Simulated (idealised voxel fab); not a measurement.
You're looking at the process module voxel capacitor over wiring.
The cross-section shown here is cut; it is 255 nm wide and divided into square cells measuring 5 nm on a side.
This document writes a cross-section as a grid whose cells are square, and gives it as bands, listed from the top down; one or more rows of cells form a band. The band entry comprises the height of the band's top followed by the height of its bottom, expressed in nm, and subsequently the band's materials from left to right, each stated together with its width in nm. Where a single material is marked with the word "everywhere", that material fills the band from edge to edge. The word "blank" represents empty space. Zero point of the height axis is 0; under it, received wafer = one material. Lowest band: continues down indefinitely, "0..down". Note: "30..40" means the width goes from the first number (top row of the band) to the second number (bottom row) in equal steps per row of cells. It should be understood that the words "no modification", when stated for a given step, signify that the cross-section underwent no change in any of its cells during that step. Reported under the label "Enclosed empty spaces" are the empty spaces having no open way to the top and comprising 8 cells or more; the notation for each is width x height at distance, in which the distance is measured from the left edge and all three values are in nm. Text after the settings on a step's line: the simulator's own remark on that step. On any step carrying a mask, the "overlay nm" setting, if present on the step's line, tells how far right of its planned place the mask lay; negative values point to the left.

## This section lists the process steps that were planned
1) RECEIVE with material Si
2) CONFORMAL_DEP with material SiO2, thk nm 15
3) DIRECTIONAL_DEP with material TiN, thk nm 5
4) DIRECTIONAL_DEP with material W, thk nm 15
5) PATTERN with tone cover, mask id METAL_1, material resist, width nm 20, pitch nm 70, thk nm 15, overlay nm 0
6) DIRECTIONAL_ETCH with etch materials W, depth nm 15
7) DIRECTIONAL_ETCH with etch materials TiN, depth nm 5
8) STRIP with etch materials resist
9) CONFORMAL_DEP with material SiN, thk nm 5
10) FILL_DEP with material lowk, thk nm 10
11) CMP with height nm 35
12) CONFORMAL_DEP with material SiCN, thk nm 5
13) DIRECTIONAL_DEP with material lowk, thk nm 20
14) DIRECTIONAL_DEP with material aC, thk nm 10
15) PATTERN with tone open, mask id PLUG_1, material resist, width nm 15, thk nm 25, overlay nm 0
16) DIRECTIONAL_ETCH with etch materials aC, depth nm 10
17) STRIP with etch materials resist
18) DIRECTIONAL_ETCH with etch materials lowk, depth nm 20
19) DIRECTIONAL_ETCH with etch materials SiCN, depth nm 5
20) STRIP with etch materials aC
21) CONFORMAL_DEP with material TiN, thk nm 5
22) FILL_DEP with material Ru, thk nm 10
23) CMP with height nm 60
24) DIRECTIONAL_DEP with material TiN, thk nm 10
25) DIRECTIONAL_DEP with material SiN, thk nm 5
26) DIRECTIONAL_DEP with material TiN, thk nm 5
27) PATTERN with tone cover, mask id UPPER_PLATE, material resist, width nm 55, thk nm 20, overlay nm 0
28) DIRECTIONAL_ETCH with etch materials TiN, depth nm 5
29) DIRECTIONAL_ETCH with etch materials SiN, depth nm 5
30) STRIP with etch materials resist
31) MASKED_ETCH with tone cover, mask id LOWER_PLATE, width nm 65, etch materials TiN, depth nm 10, overlay nm 0
32) FILL_DEP with material SiO2, thk nm 15
33) CMP with height nm 90
34) DIRECTIONAL_DEP with material aC, thk nm 15
35) PATTERN with tone open, mask id PLUG_2, material resist, width nm 15, thk nm 30, overlay nm 0
36) DIRECTIONAL_ETCH with etch materials aC, depth nm 15
37) STRIP with etch materials resist
38) DIRECTIONAL_ETCH with etch materials SiO2, depth nm 10
39) STRIP with etch materials aC
40) CONFORMAL_DEP with material TiN, thk nm 5
41) FILL_DEP with material Ru, thk nm 5
42) CMP with height nm 90
43) CONFORMAL_DEP with material SiCN, thk nm 5

## The first wafer of two, processed as planned

## Received-state cross-section, reflecting completion of step 1
* 0..down | Si everywhere
* Enclosed empty spaces: none

## State of the wafer after step 2, shown in cross-section
* 15..0 | SiO2 everywhere
* Nothing below the height 0 has changed.

## State of the wafer after step 3, shown in cross-section
* 20..15 | TiN everywhere
* Nothing below the height 15 has changed.

## State of the wafer after step 4, shown in cross-section
* 35..20 | W everywhere
* Nothing below the height 20 has changed.

## State of the wafer after step 5, shown in cross-section
* 50..35 | blank=80, then resist=20, then blank=50, then resist=20, then blank=85
* Nothing below the height 35 has changed.

## State of the wafer after step 6, shown in cross-section
* 50..35 | blank=80, then resist=20, then blank=50, then resist=20, then blank=85
* 35..20 | blank=80, then W=20, then blank=50, then W=20, then blank=85
* Nothing below the height 20 has changed.

## State of the wafer after step 7, shown in cross-section
* 50..35 | blank=80, then resist=20, then blank=50, then resist=20, then blank=85
* 35..20 | blank=80, then W=20, then blank=50, then W=20, then blank=85
* 20..15 | blank=80, then TiN=20, then blank=50, then TiN=20, then blank=85
* Nothing below the height 15 has changed.

## State of the wafer after step 8, shown in cross-section
* 35..20 | blank=80, then W=20, then blank=50, then W=20, then blank=85
* Nothing below the height 20 has changed.

## State of the wafer after step 9, shown in cross-section
* 40..35 | blank=75, then SiN=30, then blank=40, then SiN=30, then blank=80
* 35..20 | blank=75, then SiN=5, then W=20, then SiN=5, then blank=40, then SiN=5, then W=20, then SiN=5, then blank=80
* 20..15 | SiN=80, then TiN=20, then SiN=50, then TiN=20, then SiN=85
* Nothing below the height 15 has changed.

## State of the wafer after step 10, shown in cross-section
* 50..40 | lowk everywhere
* 40..35 | lowk=75, then SiN=30, then lowk=40, then SiN=30, then lowk=80
* 35..20 | lowk=75, then SiN=5, then W=20, then SiN=5, then lowk=40, then SiN=5, then W=20, then SiN=5, then lowk=80
* Nothing below the height 20 has changed.

## State of the wafer after step 11, shown in cross-section
* 35..20 | lowk=75, then SiN=5, then W=20, then SiN=5, then lowk=40, then SiN=5, then W=20, then SiN=5, then lowk=80
* Nothing below the height 20 has changed.

## State of the wafer after step 12, shown in cross-section
* 40..35 | SiCN everywhere
* Nothing below the height 35 has changed.

## State of the wafer after step 13, shown in cross-section
* 60..40 | lowk everywhere
* Nothing below the height 40 has changed.

## State of the wafer after step 14, shown in cross-section
* 70..60 | aC everywhere
* Nothing below the height 60 has changed.

## State of the wafer after step 15, shown in cross-section
* 95..70 | resist=85, then blank=15, then resist=155
* Nothing below the height 70 has changed.

## State of the wafer after step 16, shown in cross-section
* 85..70 | resist=85, then blank=15, then resist=155
* 70..60 | aC=85, then blank=15, then aC=155
* Nothing below the height 60 has changed.

## State of the wafer after step 17, shown in cross-section
* 70..60 | aC=85, then blank=15, then aC=155
* Nothing below the height 60 has changed.

## State of the wafer after step 18, shown in cross-section
* 70..60 | aC=85, then blank=15, then aC=155
* 60..40 | lowk=85, then blank=15, then lowk=155
* Nothing below the height 40 has changed.

## State of the wafer after step 19, shown in cross-section
* 70..60 | aC=85, then blank=15, then aC=155
* 60..40 | lowk=85, then blank=15, then lowk=155
* 40..35 | SiCN=85, then blank=15, then SiCN=155
* Nothing below the height 35 has changed.

## State of the wafer after step 20, shown in cross-section
* 60..40 | lowk=85, then blank=15, then lowk=155
* Nothing below the height 40 has changed.

## State of the wafer after step 21, shown in cross-section
* 65..60 | TiN=90, then blank=5, then TiN=160
* 60..40 | lowk=85, then TiN=5, then blank=5, then TiN=5, then lowk=155
* 40..35 | SiCN=85, then TiN=15, then SiCN=155
* Nothing below the height 35 has changed.

## State of the wafer after step 22, shown in cross-section
* 75..65 | Ru everywhere
* 65..60 | TiN=90, then Ru=5, then TiN=160
* 60..40 | lowk=85, then TiN=5, then Ru=5, then TiN=5, then lowk=155
* Nothing below the height 40 has changed.

## State of the wafer after step 23, shown in cross-section
* 60..40 | lowk=85, then TiN=5, then Ru=5, then TiN=5, then lowk=155
* Nothing below the height 40 has changed.

## State of the wafer after step 24, shown in cross-section
* 70..60 | TiN everywhere
* Nothing below the height 60 has changed.

## State of the wafer after step 25, shown in cross-section
* 75..70 | SiN everywhere
* Nothing below the height 70 has changed.

## State of the wafer after step 26, shown in cross-section
* 80..75 | TiN everywhere
* Nothing below the height 75 has changed.

## State of the wafer after step 27, shown in cross-section
* 100..80 | blank=85, then resist=55, then blank=115
* Nothing below the height 80 has changed.

## State of the wafer after step 28, shown in cross-section
* 100..80 | blank=85, then resist=55, then blank=115
* 80..75 | blank=85, then TiN=55, then blank=115
* Nothing below the height 75 has changed.

## State of the wafer after step 29, shown in cross-section
* 100..80 | blank=85, then resist=55, then blank=115
* 80..75 | blank=85, then TiN=55, then blank=115
* 75..70 | blank=85, then SiN=55, then blank=115
* Nothing below the height 70 has changed.

## State of the wafer after step 30, shown in cross-section
* 80..75 | blank=85, then TiN=55, then blank=115
* Nothing below the height 75 has changed.

## State of the wafer after step 31, shown in cross-section
* 80..75 | blank=85, then TiN=55, then blank=115
* 75..70 | blank=85, then SiN=55, then blank=115
* 70..60 | blank=80, then TiN=65, then blank=110
* Nothing below the height 60 has changed.

## State of the wafer after step 32, shown in cross-section
* 95..80 | SiO2 everywhere
* 80..75 | SiO2=85, then TiN=55, then SiO2=115
* 75..70 | SiO2=85, then SiN=55, then SiO2=115
* 70..60 | SiO2=80, then TiN=65, then SiO2=110
* Nothing below the height 60 has changed.

## State of the wafer after step 33, shown in cross-section
* 90..80 | SiO2 everywhere
* Nothing below the height 80 has changed.

## State of the wafer after step 34, shown in cross-section
* 105..90 | aC everywhere
* Nothing below the height 90 has changed.

## State of the wafer after step 35, shown in cross-section
* 135..105 | resist=95, then blank=15, then resist=145
* Nothing below the height 105 has changed.

## State of the wafer after step 36, shown in cross-section
* 120..105 | resist=95, then blank=15, then resist=145
* 105..90 | aC=95, then blank=15, then aC=145
* Nothing below the height 90 has changed.

## State of the wafer after step 37, shown in cross-section
* 105..90 | aC=95, then blank=15, then aC=145
* Nothing below the height 90 has changed.

## State of the wafer after step 38, shown in cross-section
* 105..90 | aC=95, then blank=15, then aC=145
* 90..80 | SiO2=95, then blank=15, then SiO2=145
* Nothing below the height 80 has changed.

## State of the wafer after step 39, shown in cross-section
* 90..80 | SiO2=95, then blank=15, then SiO2=145
* Nothing below the height 80 has changed.

## State of the wafer after step 40, shown in cross-section
* 95..90 | TiN=100, then blank=5, then TiN=150
* 90..85 | SiO2=95, then TiN=5, then blank=5, then TiN=5, then SiO2=145
* 85..75 | SiO2=95..85, then TiN=15..55, then SiO2=145..115
* Nothing below the height 75 has changed.

## State of the wafer after step 41, shown in cross-section
* 100..95 | Ru everywhere
* 95..90 | TiN=100, then Ru=5, then TiN=150
* 90..85 | SiO2=95, then TiN=5, then Ru=5, then TiN=5, then SiO2=145
* Nothing below the height 85 has changed.

## State of the wafer after step 42, shown in cross-section
* 90..85 | SiO2=95, then TiN=5, then Ru=5, then TiN=5, then SiO2=145
* Nothing below the height 85 has changed.

## State of the wafer after step 43, shown in cross-section
* 95..90 | SiCN everywhere
* Nothing below the height 90 has changed.

## Second Wafer (Identical Start and Plan, One Processing Error; Matches First Wafer Through Step 1)

## when step 2 should have ended
* 30..0 | SiO2 everywhere
* Nothing below the height 0 has changed.

## when step 3 should have ended
* 35..30 | TiN everywhere
* Nothing below the height 30 has changed.

## when step 4 should have ended
* 50..35 | W everywhere
* Nothing below the height 35 has changed.

## when step 5 should have ended
* 65..50 | blank=80, then resist=20, then blank=50, then resist=20, then blank=85
* Nothing below the height 50 has changed.

## when step 6 should have ended
* 65..50 | blank=80, then resist=20, then blank=50, then resist=20, then blank=85
* 50..35 | blank=80, then W=20, then blank=50, then W=20, then blank=85
* Nothing below the height 35 has changed.

## when step 7 should have ended
* 65..50 | blank=80, then resist=20, then blank=50, then resist=20, then blank=85
* 50..35 | blank=80, then W=20, then blank=50, then W=20, then blank=85
* 35..30 | blank=80, then TiN=20, then blank=50, then TiN=20, then blank=85
* Nothing below the height 30 has changed.

## when step 8 should have ended
* 50..35 | blank=80, then W=20, then blank=50, then W=20, then blank=85
* Nothing below the height 35 has changed.

## when step 9 should have ended
* 55..50 | blank=75, then SiN=30, then blank=40, then SiN=30, then blank=80
* 50..35 | blank=75, then SiN=5, then W=20, then SiN=5, then blank=40, then SiN=5, then W=20, then SiN=5, then blank=80
* 35..30 | SiN=80, then TiN=20, then SiN=50, then TiN=20, then SiN=85
* Nothing below the height 30 has changed.

## when step 10 should have ended
* 65..55 | lowk everywhere
* 55..50 | lowk=75, then SiN=30, then lowk=40, then SiN=30, then lowk=80
* 50..35 | lowk=75, then SiN=5, then W=20, then SiN=5, then lowk=40, then SiN=5, then W=20, then SiN=5, then lowk=80
* Nothing below the height 35 has changed.

## when step 11 should have ended
* 35..30 | SiN=80, then TiN=20, then SiN=50, then TiN=20, then SiN=85
* Nothing below the height 30 has changed.

## when step 12 should have ended
* 40..35 | SiCN everywhere
* Nothing below the height 35 has changed.

## when step 13 should have ended
* 60..40 | lowk everywhere
* Nothing below the height 40 has changed.

## when step 14 should have ended
* 70..60 | aC everywhere
* Nothing below the height 60 has changed.

## when step 15 should have ended
* 95..70 | resist=85, then blank=15, then resist=155
* Nothing below the height 70 has changed.

## when step 16 should have ended
* 85..70 | resist=85, then blank=15, then resist=155
* 70..60 | aC=85, then blank=15, then aC=155
* Nothing below the height 60 has changed.

## when step 17 should have ended
* 70..60 | aC=85, then blank=15, then aC=155
* Nothing below the height 60 has changed.

## when step 18 should have ended
* 70..60 | aC=85, then blank=15, then aC=155
* 60..40 | lowk=85, then blank=15, then lowk=155
* Nothing below the height 40 has changed.

## when step 19 should have ended
* 70..60 | aC=85, then blank=15, then aC=155
* 60..40 | lowk=85, then blank=15, then lowk=155
* 40..35 | SiCN=85, then blank=15, then SiCN=155
* Nothing below the height 35 has changed.

## when step 20 should have ended
* 60..40 | lowk=85, then blank=15, then lowk=155
* Nothing below the height 40 has changed.

## when step 21 should have ended
* 65..60 | TiN=90, then blank=5, then TiN=160
* 60..40 | lowk=85, then TiN=5, then blank=5, then TiN=5, then lowk=155
* 40..35 | SiCN=85, then TiN=15, then SiCN=155
* Nothing below the height 35 has changed.

## when step 22 should have ended
* 75..65 | Ru everywhere
* 65..60 | TiN=90, then Ru=5, then TiN=160
* 60..40 | lowk=85, then TiN=5, then Ru=5, then TiN=5, then lowk=155
* Nothing below the height 40 has changed.

## when step 23 should have ended
* 60..40 | lowk=85, then TiN=5, then Ru=5, then TiN=5, then lowk=155
* Nothing below the height 40 has changed.

## when step 24 should have ended
* 70..60 | TiN everywhere
* Nothing below the height 60 has changed.

## when step 25 should have ended
* 75..70 | SiN everywhere
* Nothing below the height 70 has changed.

## when step 26 should have ended
* 80..75 | TiN everywhere
* Nothing below the height 75 has changed.

## when step 27 should have ended
* 100..80 | blank=85, then resist=55, then blank=115
* Nothing below the height 80 has changed.

## when step 28 should have ended
* 100..80 | blank=85, then resist=55, then blank=115
* 80..75 | blank=85, then TiN=55, then blank=115
* Nothing below the height 75 has changed.

## when step 29 should have ended
* 100..80 | blank=85, then resist=55, then blank=115
* 80..75 | blank=85, then TiN=55, then blank=115
* 75..70 | blank=85, then SiN=55, then blank=115
* Nothing below the height 70 has changed.

## when step 30 should have ended
* 80..75 | blank=85, then TiN=55, then blank=115
* Nothing below the height 75 has changed.

## when step 31 should have ended
* 80..75 | blank=85, then TiN=55, then blank=115
* 75..70 | blank=85, then SiN=55, then blank=115
* 70..60 | blank=80, then TiN=65, then blank=110
* Nothing below the height 60 has changed.

## when step 32 should have ended
* 95..80 | SiO2 everywhere
* 80..75 | SiO2=85, then TiN=55, then SiO2=115
* 75..70 | SiO2=85, then SiN=55, then SiO2=115
* 70..60 | SiO2=80, then TiN=65, then SiO2=110
* Nothing below the height 60 has changed.

## when step 33 should have ended
* 90..80 | SiO2 everywhere
* Nothing below the height 80 has changed.

## when step 34 should have ended
* 105..90 | aC everywhere
* Nothing below the height 90 has changed.

## when step 35 should have ended
* 135..105 | resist=95, then blank=15, then resist=145
* Nothing below the height 105 has changed.

## when step 36 should have ended
* 120..105 | resist=95, then blank=15, then resist=145
* 105..90 | aC=95, then blank=15, then aC=145
* Nothing below the height 90 has changed.

## when step 37 should have ended
* 105..90 | aC=95, then blank=15, then aC=145
* Nothing below the height 90 has changed.

## when step 38 should have ended
* 105..90 | aC=95, then blank=15, then aC=145
* 90..80 | SiO2=95, then blank=15, then SiO2=145
* Nothing below the height 80 has changed.

## when step 39 should have ended
* 90..80 | SiO2=95, then blank=15, then SiO2=145
* Nothing below the height 80 has changed.

## when step 40 should have ended
* 95..90 | TiN=100, then blank=5, then TiN=150
* 90..85 | SiO2=95, then TiN=5, then blank=5, then TiN=5, then SiO2=145
* 85..75 | SiO2=95..85, then TiN=15..55, then SiO2=145..115
* Nothing below the height 75 has changed.

## when step 41 should have ended
* 100..95 | Ru everywhere
* 95..90 | TiN=100, then Ru=5, then TiN=150
* 90..85 | SiO2=95, then TiN=5, then Ru=5, then TiN=5, then SiO2=145
* Nothing below the height 85 has changed.

## when step 42 should have ended
* 90..85 | SiO2=95, then TiN=5, then Ru=5, then TiN=5, then SiO2=145
* Nothing below the height 85 has changed.

## when step 43 should have ended
* 95..90 | SiCN everywhere
* Nothing below the height 90 has changed.
Where did the run depart from the plan? step 2 of the plan was twice carried out
Counted in cells at the end, the second wafer holds more or fewer of these materials than the first: -12 SiN | +153 SiO2 | -24 W | -117 lowk
